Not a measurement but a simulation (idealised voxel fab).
Title: Process Module voxel wiring stack
cross-section cut | 265 nm wide | cells 5 nm
Reading order for cross-sections: top band down to bottom band. Underlying form: a grid of square cells. Band size: one or more rows of cells.
In this notation a band is specified by the heights of its top and bottom, in that order and in nm, after which its materials appear from left to right, each paired with its width in nm. The word "throughout" attached to a single material means that material fills the band from edge to edge; the word "air" stands for empty space.
Heights from 0 (as-received wafer is one material below). Bottom band endless downward, as "0..down".
With a width like "30->40", each row of cells in the band differs from the next by the same amount, the top row carrying the first number and the bottom row the second.
Key: "no change occurred" - step with no changed cell in the cross-section.
Closed void entries: empty space of 8 cells or more with no open way to the top, each as width x height at its distance from the left edge, in nm
Heads up: the bit after the settings on a step's line is the simulator's remark on that step.
overlay nm: step with mask; distance mask lay right of planned place; negative value = left of planned place.
-- plan
1,RECEIVE | material Si
2,CONFORMAL_DEP | material SiO2 | thk nm 15
3,DIRECTIONAL_DEP | material TiN | thk nm 5
4,DIRECTIONAL_DEP | material Ru | thk nm 20
5,MASKED_ETCH | tone cover | mask id METAL_1 | width nm 30 | pitch nm 50 | etch materials Ru | depth nm 20 | overlay nm 0
6,MASKED_ETCH | tone cover | mask id METAL_1 | width nm 30 | pitch nm 50 | etch materials TiN | depth nm 5 | overlay nm 0
7,FILL_DEP | material SiO2 | thk nm 5
8,CMP | height nm 40
9,CONFORMAL_DEP | material SiCN | thk nm 5
10,DIRECTIONAL_DEP | material lowk | thk nm 15
11,MASKED_ETCH | tone open | mask id PLUG_1 | width nm 15 | pitch nm 100 | etch materials lowk | depth nm 15 | overlay nm 0
12,MASKED_ETCH | tone open | mask id PLUG_1 | width nm 15 | pitch nm 100 | etch materials SiCN | depth nm 5 | overlay nm 0
13,CONFORMAL_DEP | material TiN | thk nm 5
14,FILL_DEP | material Cu | thk nm 10
15,CMP | height nm 60
16,DIRECTIONAL_DEP | material TiN | thk nm 5
17,DIRECTIONAL_DEP | material Ru | thk nm 15
18,DIRECTIONAL_DEP | material aC | thk nm 15
19,PATTERN | tone cover | mask id METAL_2 | material resist | width nm 30 | pitch nm 50 | thk nm 30 | overlay nm 0
20,DIRECTIONAL_ETCH | etch materials aC | depth nm 15
21,STRIP | etch materials resist
22,DIRECTIONAL_ETCH | etch materials Ru | depth nm 15
23,DIRECTIONAL_ETCH | etch materials TiN | depth nm 5
24,STRIP | etch materials aC
25,CONFORMAL_DEP | material SiCN | thk nm 5
26,FILL_DEP | material lowk | thk nm 5
27,CMP | height nm 80
28,CONFORMAL_DEP | material SiCN | thk nm 5
29,DIRECTIONAL_DEP | material SiO2 | thk nm 15
30,MASKED_ETCH | tone open | mask id PLUG_2 | width nm 15 | pitch nm 100 | etch materials SiO2 | depth nm 15 | overlay nm 0
31,MASKED_ETCH | tone open | mask id PLUG_2 | width nm 15 | pitch nm 100 | etch materials SiCN | depth nm 5 | overlay nm 0
32,EPI | material Ru | thk nm 10
33,EPI | material Ru | thk nm 10
34,DIRECTIONAL_DEP | material TiN | thk nm 5
35,DIRECTIONAL_DEP | material Ru | thk nm 20
36,MASKED_ETCH | tone cover | mask id METAL_3 | width nm 30 | pitch nm 50 | etch materials Ru | depth nm 20 | overlay nm 0
37,MASKED_ETCH | tone cover | mask id METAL_3 | width nm 30 | pitch nm 50 | etch materials TiN | depth nm 5 | overlay nm 0
38,FILL_DEP | material SiO2 | thk nm 5
39,CMP | height nm 125
40,CONFORMAL_DEP | material SiCN | thk nm 5
41,DIRECTIONAL_DEP | material lowk | thk nm 15
42,MASKED_ETCH | tone open | mask id PLUG_3 | width nm 15 | pitch nm 50 | etch materials lowk | depth nm 15 | overlay nm 0
43,MASKED_ETCH | tone open | mask id PLUG_3 | width nm 15 | pitch nm 50 | etch materials SiCN | depth nm 5 | overlay nm 0
44,EPI | material Ru | thk nm 10
45,EPI | material Ru | thk nm 10
46,CONFORMAL_DEP | material SiN | thk nm 5
47,DIRECTIONAL_DEP | material lowk | thk nm 15
48,MASKED_ETCH | tone open | mask id METAL_4 | width nm 30 | pitch nm 50 | etch materials lowk | depth nm 15 | overlay nm 0
49,MASKED_ETCH | tone open | mask id METAL_4 | width nm 30 | pitch nm 50 | etch materials SiN | depth nm 5 | overlay nm 0
50,CONFORMAL_DEP | material TiN | thk nm 5
51,FILL_DEP | material Ru | thk nm 10
52,CMP | height nm 165
53,CONFORMAL_DEP | material SiCN | thk nm 5
-- Of two wafers, the first: run according to plan
-- As received (post step 1): cross-section
* 0..down = Si throughout
* Closed void entries: none
-- Cross-section of the wafer after step 2
* 15..0 = SiO2 throughout
* Below 0 it's all the same as before, nothing changed down there.
-- Cross-section of the wafer after step 3
* 20..15 = TiN throughout
* Below 15 it's all the same as before, nothing changed down there.
-- Cross-section of the wafer after step 4
* 40..20 = Ru throughout
* Below 20 it's all the same as before, nothing changed down there.
-- Cross-section of the wafer after step 5
* 40..20 = air (40) | Ru (30) | air (20) | Ru (30) | air (20) | Ru (30) | air (20) | Ru (30) | air (45)
* Below 20 it's all the same as before, nothing changed down there.
-- Cross-section of the wafer after step 6
* 40..20 = air (40) | Ru (30) | air (20) | Ru (30) | air (20) | Ru (30) | air (20) | Ru (30) | air (45)
* 20..15 = air (40) | TiN (30) | air (20) | TiN (30) | air (20) | TiN (30) | air (20) | TiN (30) | air (45)
* Below 15 it's all the same as before, nothing changed down there.
-- Cross-section of the wafer after step 7
* 45..40 = SiO2 throughout
* 40..20 = SiO2 (40) | Ru (30) | SiO2 (20) | Ru (30) | SiO2 (20) | Ru (30) | SiO2 (20) | Ru (30) | SiO2 (45)
* 20..15 = SiO2 (40) | TiN (30) | SiO2 (20) | TiN (30) | SiO2 (20) | TiN (30) | SiO2 (20) | TiN (30) | SiO2 (45)
* Below 15 it's all the same as before, nothing changed down there.
-- Cross-section of the wafer after step 8
* 40..20 = SiO2 (40) | Ru (30) | SiO2 (20) | Ru (30) | SiO2 (20) | Ru (30) | SiO2 (20) | Ru (30) | SiO2 (45)
* Below 20 it's all the same as before, nothing changed down there.
-- Cross-section of the wafer after step 9
* 45..40 = SiCN throughout
* Below 40 it's all the same as before, nothing changed down there.
-- Cross-section of the wafer after step 10
* 60..45 = lowk throughout
* Below 45 it's all the same as before, nothing changed down there.
-- Cross-section of the wafer after step 11
* 60..45 = lowk (40) | air (15) | lowk (85) | air (15) | lowk (110)
* Below 45 it's all the same as before, nothing changed down there.
-- Cross-section of the wafer after step 12
* 60..45 = lowk (40) | air (15) | lowk (85) | air (15) | lowk (110)
* 45..40 = SiCN (40) | air (15) | SiCN (85) | air (15) | SiCN (110)
* Below 40 it's all the same as before, nothing changed down there.
-- Cross-section of the wafer after step 13
* 65..60 = TiN (45) | air (5) | TiN (95) | air (5) | TiN (115)
* 60..45 = lowk (40) | TiN (5) | air (5) | TiN (5) | lowk (85) | TiN (5) | air (5) | TiN (5) | lowk (110)
* 45..40 = SiCN (40) | TiN (15) | SiCN (85) | TiN (15) | SiCN (110)
* Below 40 it's all the same as before, nothing changed down there.
-- Cross-section of the wafer after step 14
* 75..65 = Cu throughout
* 65..60 = TiN (45) | Cu (5) | TiN (95) | Cu (5) | TiN (115)
* 60..45 = lowk (40) | TiN (5) | Cu (5) | TiN (5) | lowk (85) | TiN (5) | Cu (5) | TiN (5) | lowk (110)
* Below 45 it's all the same as before, nothing changed down there.
-- Cross-section of the wafer after step 15
* 60..45 = lowk (40) | TiN (5) | Cu (5) | TiN (5) | lowk (85) | TiN (5) | Cu (5) | TiN (5) | lowk (110)
* Below 45 it's all the same as before, nothing changed down there.
-- Cross-section of the wafer after step 16
* 65..60 = TiN throughout
* Below 60 it's all the same as before, nothing changed down there.
-- Cross-section of the wafer after step 17
* 80..65 = Ru throughout
* Below 65 it's all the same as before, nothing changed down there.
-- Cross-section of the wafer after step 18
* 95..80 = aC throughout
* Below 80 it's all the same as before, nothing changed down there.
-- Cross-section of the wafer after step 19
* 125..95 = air (40) | resist (30) | air (20) | resist (30) | air (20) | resist (30) | air (20) | resist (30) | air (45)
* Below 95 it's all the same as before, nothing changed down there.
-- Cross-section of the wafer after step 20
* 110..95 = air (40) | resist (30) | air (20) | resist (30) | air (20) | resist (30) | air (20) | resist (30) | air (45)
* 95..80 = air (40) | aC (30) | air (20) | aC (30) | air (20) | aC (30) | air (20) | aC (30) | air (45)
* Below 80 it's all the same as before, nothing changed down there.
-- Cross-section of the wafer after step 21
* 95..80 = air (40) | aC (30) | air (20) | aC (30) | air (20) | aC (30) | air (20) | aC (30) | air (45)
* Below 80 it's all the same as before, nothing changed down there.
-- Cross-section of the wafer after step 22
* 95..80 = air (40) | aC (30) | air (20) | aC (30) | air (20) | aC (30) | air (20) | aC (30) | air (45)
* 80..65 = air (40) | Ru (30) | air (20) | Ru (30) | air (20) | Ru (30) | air (20) | Ru (30) | air (45)
* Below 65 it's all the same as before, nothing changed down there.
-- Cross-section of the wafer after step 23
* 95..80 = air (40) | aC (30) | air (20) | aC (30) | air (20) | aC (30) | air (20) | aC (30) | air (45)
* 80..65 = air (40) | Ru (30) | air (20) | Ru (30) | air (20) | Ru (30) | air (20) | Ru (30) | air (45)
* 65..60 = air (40) | TiN (30) | air (20) | TiN (30) | air (20) | TiN (30) | air (20) | TiN (30) | air (45)
* Below 60 it's all the same as before, nothing changed down there.
-- Cross-section of the wafer after step 24
* 80..65 = air (40) | Ru (30) | air (20) | Ru (30) | air (20) | Ru (30) | air (20) | Ru (30) | air (45)
* Below 65 it's all the same as before, nothing changed down there.
-- Cross-section of the wafer after step 25
* 85..80 = air (35) | SiCN (40) | air (10) | SiCN (40) | air (10) | SiCN (40) | air (10) | SiCN (40) | air (40)
* 80..65 = air (35) | SiCN (5) | Ru (30) | SiCN (5) | air (10) | SiCN (5) | Ru (30) | SiCN (5) | air (10) | SiCN (5) | Ru (30) | SiCN (5) | air (10) | SiCN (5) | Ru (30) | SiCN (5) | air (40)
* 65..60 = SiCN (40) | TiN (30) | SiCN (20) | TiN (30) | SiCN (20) | TiN (30) | SiCN (20) | TiN (30) | SiCN (45)
* Below 60 it's all the same as before, nothing changed down there.
-- Cross-section of the wafer after step 26
* 90..85 = lowk throughout
* 85..80 = lowk (35) | SiCN (40) | lowk (10) | SiCN (40) | lowk (10) | SiCN (40) | lowk (10) | SiCN (40) | lowk (40)
* 80..65 = lowk (35) | SiCN (5) | Ru (30) | SiCN (5) | lowk (10) | SiCN (5) | Ru (30) | SiCN (5) | lowk (10) | SiCN (5) | Ru (30) | SiCN (5) | lowk (10) | SiCN (5) | Ru (30) | SiCN (5) | lowk (40)
* Below 65 it's all the same as before, nothing changed down there.
-- Cross-section of the wafer after step 27
* 80..65 = lowk (35) | SiCN (5) | Ru (30) | SiCN (5) | lowk (10) | SiCN (5) | Ru (30) | SiCN (5) | lowk (10) | SiCN (5) | Ru (30) | SiCN (5) | lowk (10) | SiCN (5) | Ru (30) | SiCN (5) | lowk (40)
* Below 65 it's all the same as before, nothing changed down there.
-- Cross-section of the wafer after step 28
* 85..80 = SiCN throughout
* Below 80 it's all the same as before, nothing changed down there.
-- Cross-section of the wafer after step 29
* 100..85 = SiO2 throughout
* Below 85 it's all the same as before, nothing changed down there.
-- Cross-section of the wafer after step 30
* 100..85 = SiO2 (40) | air (15) | SiO2 (85) | air (15) | SiO2 (110)
* Below 85 it's all the same as before, nothing changed down there.
-- Cross-section of the wafer after step 31
* 100..85 = SiO2 (40) | air (15) | SiO2 (85) | air (15) | SiO2 (110)
* 85..80 = SiCN (40) | air (15) | SiCN (85) | air (15) | SiCN (110)
* Below 80 it's all the same as before, nothing changed down there.
-- Cross-section of the wafer after step 32
* 100..90 = SiO2 (40) | air (15) | SiO2 (85) | air (15) | SiO2 (110)
* 90..85 = SiO2 (40) | Ru (15) | SiO2 (85) | Ru (15) | SiO2 (110)
* 85..80 = SiCN (40) | Ru (15) | SiCN (85) | Ru (15) | SiCN (110)
* Below 80 it's all the same as before, nothing changed down there.
-- Cross-section of the wafer after step 33
* 100..85 = SiO2 (40) | Ru (15) | SiO2 (85) | Ru (15) | SiO2 (110)
* Below 85 it's all the same as before, nothing changed down there.
-- Cross-section of the wafer after step 34
* 105..100 = TiN throughout
* Below 100 it's all the same as before, nothing changed down there.
-- Cross-section of the wafer after step 35
* 125..105 = Ru throughout
* Below 105 it's all the same as before, nothing changed down there.
-- Cross-section of the wafer after step 36
* 125..105 = air (40) | Ru (30) | air (20) | Ru (30) | air (20) | Ru (30) | air (20) | Ru (30) | air (45)
* Below 105 it's all the same as before, nothing changed down there.
-- Cross-section of the wafer after step 37
* 125..105 = air (40) | Ru (30) | air (20) | Ru (30) | air (20) | Ru (30) | air (20) | Ru (30) | air (45)
* 105..100 = air (40) | TiN (30) | air (20) | TiN (30) | air (20) | TiN (30) | air (20) | TiN (30) | air (45)
* Below 100 it's all the same as before, nothing changed down there.
-- Cross-section of the wafer after step 38
* 130..125 = SiO2 throughout
* 125..105 = SiO2 (40) | Ru (30) | SiO2 (20) | Ru (30) | SiO2 (20) | Ru (30) | SiO2 (20) | Ru (30) | SiO2 (45)
* 105..100 = SiO2 (40) | TiN (30) | SiO2 (20) | TiN (30) | SiO2 (20) | TiN (30) | SiO2 (20) | TiN (30) | SiO2 (45)
* Below 100 it's all the same as before, nothing changed down there.
-- Cross-section of the wafer after step 39
* 125..105 = SiO2 (40) | Ru (30) | SiO2 (20) | Ru (30) | SiO2 (20) | Ru (30) | SiO2 (20) | Ru (30) | SiO2 (45)
* Below 105 it's all the same as before, nothing changed down there.
-- Cross-section of the wafer after step 40
* 130..125 = SiCN throughout
* Below 125 it's all the same as before, nothing changed down there.
-- Cross-section of the wafer after step 41
* 145..130 = lowk throughout
* Below 130 it's all the same as before, nothing changed down there.
-- Cross-section of the wafer after step 42
* 145..130 = lowk (40) | air (15) | lowk (35) | air (15) | lowk (35) | air (15) | lowk (35) | air (15) | lowk (60)
* Below 130 it's all the same as before, nothing changed down there.
-- Cross-section of the wafer after step 43
* 145..130 = lowk (40) | air (15) | lowk (35) | air (15) | lowk (35) | air (15) | lowk (35) | air (15) | lowk (60)
* 130..125 = SiCN (40) | air (15) | SiCN (35) | air (15) | SiCN (35) | air (15) | SiCN (35) | air (15) | SiCN (60)
* Below 125 it's all the same as before, nothing changed down there.
-- Cross-section of the wafer after step 44
* 145..135 = lowk (40) | air (15) | lowk (35) | air (15) | lowk (35) | air (15) | lowk (35) | air (15) | lowk (60)
* 135..130 = lowk (40) | Ru (15) | lowk (35) | Ru (15) | lowk (35) | Ru (15) | lowk (35) | Ru (15) | lowk (60)
* 130..125 = SiCN (40) | Ru (15) | SiCN (35) | Ru (15) | SiCN (35) | Ru (15) | SiCN (35) | Ru (15) | SiCN (60)
* Below 125 it's all the same as before, nothing changed down there.
-- Cross-section of the wafer after step 45
* 145..130 = lowk (40) | Ru (15) | lowk (35) | Ru (15) | lowk (35) | Ru (15) | lowk (35) | Ru (15) | lowk (60)
* Below 130 it's all the same as before, nothing changed down there.
-- Cross-section of the wafer after step 46
* 150..145 = SiN throughout
* Below 145 it's all the same as before, nothing changed down there.
-- Cross-section of the wafer after step 47
* 165..150 = lowk throughout
* Below 150 it's all the same as before, nothing changed down there.
-- Cross-section of the wafer after step 48
* 165..150 = lowk (40) | air (30) | lowk (20) | air (30) | lowk (20) | air (30) | lowk (20) | air (30) | lowk (45)
* Below 150 it's all the same as before, nothing changed down there.
-- Cross-section of the wafer after step 49
* 165..150 = lowk (40) | air (30) | lowk (20) | air (30) | lowk (20) | air (30) | lowk (20) | air (30) | lowk (45)
* 150..145 = SiN (40) | air (30) | SiN (20) | air (30) | SiN (20) | air (30) | SiN (20) | air (30) | SiN (45)
* Below 145 it's all the same as before, nothing changed down there.
-- Cross-section of the wafer after step 50
* 170..165 = TiN (45) | air (20) | TiN (30) | air (20) | TiN (30) | air (20) | TiN (30) | air (20) | TiN (50)
* 165..150 = lowk (40) | TiN (5) | air (20) | TiN (5) | lowk (20) | TiN (5) | air (20) | TiN (5) | lowk (20) | TiN (5) | air (20) | TiN (5) | lowk (20) | TiN (5) | air (20) | TiN (5) | lowk (45)
* 150..145 = SiN (40) | TiN (30) | SiN (20) | TiN (30) | SiN (20) | TiN (30) | SiN (20) | TiN (30) | SiN (45)
* Below 145 it's all the same as before, nothing changed down there.
-- Cross-section of the wafer after step 51
* 180..170 = Ru throughout
* 170..165 = TiN (45) | Ru (20) | TiN (30) | Ru (20) | TiN (30) | Ru (20) | TiN (30) | Ru (20) | TiN (50)
* 165..150 = lowk (40) | TiN (5) | Ru (20) | TiN (5) | lowk (20) | TiN (5) | Ru (20) | TiN (5) | lowk (20) | TiN (5) | Ru (20) | TiN (5) | lowk (20) | TiN (5) | Ru (20) | TiN (5) | lowk (45)
* Below 150 it's all the same as before, nothing changed down there.
-- Cross-section of the wafer after step 52
* 165..150 = lowk (40) | TiN (5) | Ru (20) | TiN (5) | lowk (20) | TiN (5) | Ru (20) | TiN (5) | lowk (20) | TiN (5) | Ru (20) | TiN (5) | lowk (20) | TiN (5) | Ru (20) | TiN (5) | lowk (45)
* Below 150 it's all the same as before, nothing changed down there.
-- Cross-section of the wafer after step 53
* 170..165 = SiCN throughout
* Below 165 it's all the same as before, nothing changed down there.
-- Wafer two. Same start, same plan, one slip in execution. Same as wafer one through step 2, inclusive
The second wafer in cross-section, at the planned close of step 3: no change occurred
-- The second wafer in cross-section, at the planned close of step 4
* 35..15 = Ru throughout
* Below 15 it's all the same as before, nothing changed down there.
-- The second wafer in cross-section, at the planned close of step 5
* 35..15 = air (40) | Ru (30) | air (20) | Ru (30) | air (20) | Ru (30) | air (20) | Ru (30) | air (45)
* Below 15 it's all the same as before, nothing changed down there.
The second wafer in cross-section, at the planned close of step 6: no change occurred
-- The second wafer in cross-section, at the planned close of step 7
* 40..35 = SiO2 throughout
* 35..15 = SiO2 (40) | Ru (30) | SiO2 (20) | Ru (30) | SiO2 (20) | Ru (30) | SiO2 (20) | Ru (30) | SiO2 (45)
* Below 15 it's all the same as before, nothing changed down there.
The second wafer in cross-section, at the planned close of step 8: no change occurred
-- The second wafer in cross-section, at the planned close of step 9
* 45..40 = SiCN throughout
* Below 40 it's all the same as before, nothing changed down there.
-- The second wafer in cross-section, at the planned close of step 10
* 60..45 = lowk throughout
* Below 45 it's all the same as before, nothing changed down there.
-- The second wafer in cross-section, at the planned close of step 11
* 60..45 = lowk (40) | air (15) | lowk (85) | air (15) | lowk (110)
* Below 45 it's all the same as before, nothing changed down there.
-- The second wafer in cross-section, at the planned close of step 12
* 60..45 = lowk (40) | air (15) | lowk (85) | air (15) | lowk (110)
* 45..40 = SiCN (40) | air (15) | SiCN (85) | air (15) | SiCN (110)
* Below 40 it's all the same as before, nothing changed down there.
-- The second wafer in cross-section, at the planned close of step 13
* 65..60 = TiN (45) | air (5) | TiN (95) | air (5) | TiN (115)
* 60..45 = lowk (40) | TiN (5) | air (5) | TiN (5) | lowk (85) | TiN (5) | air (5) | TiN (5) | lowk (110)
* 45..40 = SiCN (40) | TiN (15) | SiCN (85) | TiN (15) | SiCN (110)
* Below 40 it's all the same as before, nothing changed down there.
-- The second wafer in cross-section, at the planned close of step 14
* 75..65 = Cu throughout
* 65..60 = TiN (45) | Cu (5) | TiN (95) | Cu (5) | TiN (115)
* 60..45 = lowk (40) | TiN (5) | Cu (5) | TiN (5) | lowk (85) | TiN (5) | Cu (5) | TiN (5) | lowk (110)
* Below 45 it's all the same as before, nothing changed down there.
-- The second wafer in cross-section, at the planned close of step 15
* 60..45 = lowk (40) | TiN (5) | Cu (5) | TiN (5) | lowk (85) | TiN (5) | Cu (5) | TiN (5) | lowk (110)
* Below 45 it's all the same as before, nothing changed down there.
-- The second wafer in cross-section, at the planned close of step 16
* 65..60 = TiN throughout
* Below 60 it's all the same as before, nothing changed down there.
-- The second wafer in cross-section, at the planned close of step 17
* 80..65 = Ru throughout
* Below 65 it's all the same as before, nothing changed down there.
-- The second wafer in cross-section, at the planned close of step 18
* 95..80 = aC throughout
* Below 80 it's all the same as before, nothing changed down there.
-- The second wafer in cross-section, at the planned close of step 19
* 125..95 = air (40) | resist (30) | air (20) | resist (30) | air (20) | resist (30) | air (20) | resist (30) | air (45)
* Below 95 it's all the same as before, nothing changed down there.
-- The second wafer in cross-section, at the planned close of step 20
* 110..95 = air (40) | resist (30) | air (20) | resist (30) | air (20) | resist (30) | air (20) | resist (30) | air (45)
* 95..80 = air (40) | aC (30) | air (20) | aC (30) | air (20) | aC (30) | air (20) | aC (30) | air (45)
* Below 80 it's all the same as before, nothing changed down there.
-- The second wafer in cross-section, at the planned close of step 21
* 95..80 = air (40) | aC (30) | air (20) | aC (30) | air (20) | aC (30) | air (20) | aC (30) | air (45)
* Below 80 it's all the same as before, nothing changed down there.
-- The second wafer in cross-section, at the planned close of step 22
* 95..80 = air (40) | aC (30) | air (20) | aC (30) | air (20) | aC (30) | air (20) | aC (30) | air (45)
* 80..65 = air (40) | Ru (30) | air (20) | Ru (30) | air (20) | Ru (30) | air (20) | Ru (30) | air (45)
* Below 65 it's all the same as before, nothing changed down there.
-- The second wafer in cross-section, at the planned close of step 23
* 95..80 = air (40) | aC (30) | air (20) | aC (30) | air (20) | aC (30) | air (20) | aC (30) | air (45)
* 80..65 = air (40) | Ru (30) | air (20) | Ru (30) | air (20) | Ru (30) | air (20) | Ru (30) | air (45)
* 65..60 = air (40) | TiN (30) | air (20) | TiN (30) | air (20) | TiN (30) | air (20) | TiN (30) | air (45)
* Below 60 it's all the same as before, nothing changed down there.
-- The second wafer in cross-section, at the planned close of step 24
* 80..65 = air (40) | Ru (30) | air (20) | Ru (30) | air (20) | Ru (30) | air (20) | Ru (30) | air (45)
* Below 65 it's all the same as before, nothing changed down there.
-- The second wafer in cross-section, at the planned close of step 25
* 85..80 = air (35) | SiCN (40) | air (10) | SiCN (40) | air (10) | SiCN (40) | air (10) | SiCN (40) | air (40)
* 80..65 = air (35) | SiCN (5) | Ru (30) | SiCN (5) | air (10) | SiCN (5) | Ru (30) | SiCN (5) | air (10) | SiCN (5) | Ru (30) | SiCN (5) | air (10) | SiCN (5) | Ru (30) | SiCN (5) | air (40)
* 65..60 = SiCN (40) | TiN (30) | SiCN (20) | TiN (30) | SiCN (20) | TiN (30) | SiCN (20) | TiN (30) | SiCN (45)
* Below 60 it's all the same as before, nothing changed down there.
-- The second wafer in cross-section, at the planned close of step 26
* 90..85 = lowk throughout
* 85..80 = lowk (35) | SiCN (40) | lowk (10) | SiCN (40) | lowk (10) | SiCN (40) | lowk (10) | SiCN (40) | lowk (40)
* 80..65 = lowk (35) | SiCN (5) | Ru (30) | SiCN (5) | lowk (10) | SiCN (5) | Ru (30) | SiCN (5) | lowk (10) | SiCN (5) | Ru (30) | SiCN (5) | lowk (10) | SiCN (5) | Ru (30) | SiCN (5) | lowk (40)
* Below 65 it's all the same as before, nothing changed down there.
-- The second wafer in cross-section, at the planned close of step 27
* 80..65 = lowk (35) | SiCN (5) | Ru (30) | SiCN (5) | lowk (10) | SiCN (5) | Ru (30) | SiCN (5) | lowk (10) | SiCN (5) | Ru (30) | SiCN (5) | lowk (10) | SiCN (5) | Ru (30) | SiCN (5) | lowk (40)
* Below 65 it's all the same as before, nothing changed down there.
-- The second wafer in cross-section, at the planned close of step 28
* 85..80 = SiCN throughout
* Below 80 it's all the same as before, nothing changed down there.
-- The second wafer in cross-section, at the planned close of step 29
* 100..85 = SiO2 throughout
* Below 85 it's all the same as before, nothing changed down there.
-- The second wafer in cross-section, at the planned close of step 30
* 100..85 = SiO2 (40) | air (15) | SiO2 (85) | air (15) | SiO2 (110)
* Below 85 it's all the same as before, nothing changed down there.
-- The second wafer in cross-section, at the planned close of step 31
* 100..85 = SiO2 (40) | air (15) | SiO2 (85) | air (15) | SiO2 (110)
* 85..80 = SiCN (40) | air (15) | SiCN (85) | air (15) | SiCN (110)
* Below 80 it's all the same as before, nothing changed down there.
-- The second wafer in cross-section, at the planned close of step 32
* 100..90 = SiO2 (40) | air (15) | SiO2 (85) | air (15) | SiO2 (110)
* 90..85 = SiO2 (40) | Ru (15) | SiO2 (85) | Ru (15) | SiO2 (110)
* 85..80 = SiCN (40) | Ru (15) | SiCN (85) | Ru (15) | SiCN (110)
* Below 80 it's all the same as before, nothing changed down there.
-- The second wafer in cross-section, at the planned close of step 33
* 100..85 = SiO2 (40) | Ru (15) | SiO2 (85) | Ru (15) | SiO2 (110)
* Below 85 it's all the same as before, nothing changed down there.
-- The second wafer in cross-section, at the planned close of step 34
* 105..100 = TiN throughout
* Below 100 it's all the same as before, nothing changed down there.
-- The second wafer in cross-section, at the planned close of step 35
* 125..105 = Ru throughout
* Below 105 it's all the same as before, nothing changed down there.
-- The second wafer in cross-section, at the planned close of step 36
* 125..105 = air (40) | Ru (30) | air (20) | Ru (30) | air (20) | Ru (30) | air (20) | Ru (30) | air (45)
* Below 105 it's all the same as before, nothing changed down there.
-- The second wafer in cross-section, at the planned close of step 37
* 125..105 = air (40) | Ru (30) | air (20) | Ru (30) | air (20) | Ru (30) | air (20) | Ru (30) | air (45)
* 105..100 = air (40) | TiN (30) | air (20) | TiN (30) | air (20) | TiN (30) | air (20) | TiN (30) | air (45)
* Below 100 it's all the same as before, nothing changed down there.
-- The second wafer in cross-section, at the planned close of step 38
* 130..125 = SiO2 throughout
* 125..105 = SiO2 (40) | Ru (30) | SiO2 (20) | Ru (30) | SiO2 (20) | Ru (30) | SiO2 (20) | Ru (30) | SiO2 (45)
* 105..100 = SiO2 (40) | TiN (30) | SiO2 (20) | TiN (30) | SiO2 (20) | TiN (30) | SiO2 (20) | TiN (30) | SiO2 (45)
* Below 100 it's all the same as before, nothing changed down there.
-- The second wafer in cross-section, at the planned close of step 39
* 125..105 = SiO2 (40) | Ru (30) | SiO2 (20) | Ru (30) | SiO2 (20) | Ru (30) | SiO2 (20) | Ru (30) | SiO2 (45)
* Below 105 it's all the same as before, nothing changed down there.
-- The second wafer in cross-section, at the planned close of step 40
* 130..125 = SiCN throughout
* Below 125 it's all the same as before, nothing changed down there.
-- The second wafer in cross-section, at the planned close of step 41
* 145..130 = lowk throughout
* Below 130 it's all the same as before, nothing changed down there.
-- The second wafer in cross-section, at the planned close of step 42
* 145..130 = lowk (40) | air (15) | lowk (35) | air (15) | lowk (35) | air (15) | lowk (35) | air (15) | lowk (60)
* Below 130 it's all the same as before, nothing changed down there.
-- The second wafer in cross-section, at the planned close of step 43
* 145..130 = lowk (40) | air (15) | lowk (35) | air (15) | lowk (35) | air (15) | lowk (35) | air (15) | lowk (60)
* 130..125 = SiCN (40) | air (15) | SiCN (35) | air (15) | SiCN (35) | air (15) | SiCN (35) | air (15) | SiCN (60)
* Below 125 it's all the same as before, nothing changed down there.
-- The second wafer in cross-section, at the planned close of step 44
* 145..135 = lowk (40) | air (15) | lowk (35) | air (15) | lowk (35) | air (15) | lowk (35) | air (15) | lowk (60)
* 135..130 = lowk (40) | Ru (15) | lowk (35) | Ru (15) | lowk (35) | Ru (15) | lowk (35) | Ru (15) | lowk (60)
* 130..125 = SiCN (40) | Ru (15) | SiCN (35) | Ru (15) | SiCN (35) | Ru (15) | SiCN (35) | Ru (15) | SiCN (60)
* Below 125 it's all the same as before, nothing changed down there.
-- The second wafer in cross-section, at the planned close of step 45
* 145..130 = lowk (40) | Ru (15) | lowk (35) | Ru (15) | lowk (35) | Ru (15) | lowk (35) | Ru (15) | lowk (60)
* Below 130 it's all the same as before, nothing changed down there.
-- The second wafer in cross-section, at the planned close of step 46
* 150..145 = SiN throughout
* Below 145 it's all the same as before, nothing changed down there.
-- The second wafer in cross-section, at the planned close of step 47
* 165..150 = lowk throughout
* Below 150 it's all the same as before, nothing changed down there.
-- The second wafer in cross-section, at the planned close of step 48
* 165..150 = lowk (40) | air (30) | lowk (20) | air (30) | lowk (20) | air (30) | lowk (20) | air (30) | lowk (45)
* Below 150 it's all the same as before, nothing changed down there.
-- The second wafer in cross-section, at the planned close of step 49
* 165..150 = lowk (40) | air (30) | lowk (20) | air (30) | lowk (20) | air (30) | lowk (20) | air (30) | lowk (45)
* 150..145 = SiN (40) | air (30) | SiN (20) | air (30) | SiN (20) | air (30) | SiN (20) | air (30) | SiN (45)
* Below 145 it's all the same as before, nothing changed down there.
-- The second wafer in cross-section, at the planned close of step 50
* 170..165 = TiN (45) | air (20) | TiN (30) | air (20) | TiN (30) | air (20) | TiN (30) | air (20) | TiN (50)
* 165..150 = lowk (40) | TiN (5) | air (20) | TiN (5) | lowk (20) | TiN (5) | air (20) | TiN (5) | lowk (20) | TiN (5) | air (20) | TiN (5) | lowk (20) | TiN (5) | air (20) | TiN (5) | lowk (45)
* 150..145 = SiN (40) | TiN (30) | SiN (20) | TiN (30) | SiN (20) | TiN (30) | SiN (20) | TiN (30) | SiN (45)
* Below 145 it's all the same as before, nothing changed down there.
-- The second wafer in cross-section, at the planned close of step 51
* 180..170 = Ru throughout
* 170..165 = TiN (45) | Ru (20) | TiN (30) | Ru (20) | TiN (30) | Ru (20) | TiN (30) | Ru (20) | TiN (50)
* 165..150 = lowk (40) | TiN (5) | Ru (20) | TiN (5) | lowk (20) | TiN (5) | Ru (20) | TiN (5) | lowk (20) | TiN (5) | Ru (20) | TiN (5) | lowk (20) | TiN (5) | Ru (20) | TiN (5) | lowk (45)
* Below 150 it's all the same as before, nothing changed down there.
-- The second wafer in cross-section, at the planned close of step 52
* 165..150 = lowk (40) | TiN (5) | Ru (20) | TiN (5) | lowk (20) | TiN (5) | Ru (20) | TiN (5) | lowk (20) | TiN (5) | Ru (20) | TiN (5) | lowk (20) | TiN (5) | Ru (20) | TiN (5) | lowk (45)
* Below 150 it's all the same as before, nothing changed down there.
-- The second wafer in cross-section, at the planned close of step 53
* 170..165 = SiCN throughout
* Below 165 it's all the same as before, nothing changed down there.
The plan and the run diverged here: step 3 was left out
The closing comparison, in cells, has the second wafer with more or fewer of some materials than the first: 24 more of SiO2, 24 fewer of TiN
